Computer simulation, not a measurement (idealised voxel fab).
The document below concerns the process module designated voxel gate over fins.
Shown is cross-section cut, with a width of 300 nm and square cells of size 5 nm.
Bands, listed from the top down, are how a cross-section gets written in this document; the cross-section itself is a grid of square cells, and a band is one or more rows of them. Each band's line starts with the height of the band's top and of its bottom, in nm. Then come its materials from left to right, each with its width in nm. One material with "full width" fills the band from edge to edge. "empty" is empty space. The level at which height equals 0 is the one under which the wafer, as it arrives, is entirely one material. No lower edge exists for the bottom band, which continues downward and is notated as in "0 nm and below". Width spec "30->40" -> top row of cells at first value, bottom row at second value, equal per-row change in between. Reading "no modifications" for a step: not a cell of the cross-section changed in it. The label "Enclosed void entries" introduces a list of the empty spaces, 8 cells or larger, that have no open way up to the top; each entry in it reads width x height at distance, where the distance is taken from the left edge and all three are stated in nm. Whatever follows a step's settings on its line is a remark the simulator itself makes about that step. overlay nm: step with mask; distance mask lay right of planned place; negative value = left of planned place.

**Process steps - plan**
| 1 | RECEIVE: material Si |
| 2 | CONFORMAL_DEP: material SiN, thk nm 5 |
| 3 | DIRECTIONAL_DEP: material aC, thk nm 10 |
| 4 | PATTERN: tone cover, mask id FINS, material resist, width nm 15, pitch nm 40, thk nm 30, overlay nm 0 |
| 5 | DIRECTIONAL_ETCH: etch materials aC, depth nm 10 |
| 6 | STRIP: etch materials resist |
| 7 | DIRECTIONAL_ETCH: etch materials SiN, depth nm 5 |
| 8 | DIRECTIONAL_ETCH: etch materials Si, depth nm 30 |
| 9 | STRIP: etch materials aC |
| 10 | OXIDIZE: depth nm 5 |
| 11 | FILL_DEP: material SiO2, thk nm 10 |
| 12 | CMP: height nm 5 |
| 13 | SELECTIVE_ETCH: etch materials SiO2, depth nm 20 |
| 14 | STRIP: etch materials SiN |
| 15 | CONFORMAL_DEP: material HfO2, thk nm 5 |
| 16 | CONFORMAL_DEP: material TiN, thk nm 5 |
| 17 | CONFORMAL_DEP: material TiAl, thk nm 5 |
| 18 | CONFORMAL_DEP: material TiN, thk nm 5 |
| 19 | FILL_DEP: material W, thk nm 15 |
| 20 | CMP: height nm 30 |
| 21 | CONFORMAL_DEP: material SiCN, thk nm 5 |
The wafers are alike at the start. At step 4, their width nm differs. The plan lists the first wafer's value.

**After step 1, as received: first of several wafers, cross-section**
- 0 nm and below: Si full width
- Enclosed void entries: none

**Tabulated below, wafer by wafer, are the end-of-module results: for each material, the number of cells gained (+) or lost (-) relative to the as-received state, followed by the closed voids**
width nm 15; +78 HfO2; -399 Si; +60 SiCN; +228 SiO2; +78 TiAl; +150 TiN; +225 W; Enclosed void entries: none
width nm 20; +78 HfO2; -378 Si; +60 SiCN; +216 SiO2; +78 TiAl; +144 TiN; +222 W; Enclosed void entries: none
width nm 25; +78 HfO2; -357 Si; +60 SiCN; +204 SiO2; +72 TiAl; +144 TiN; +219 W; Enclosed void entries: none
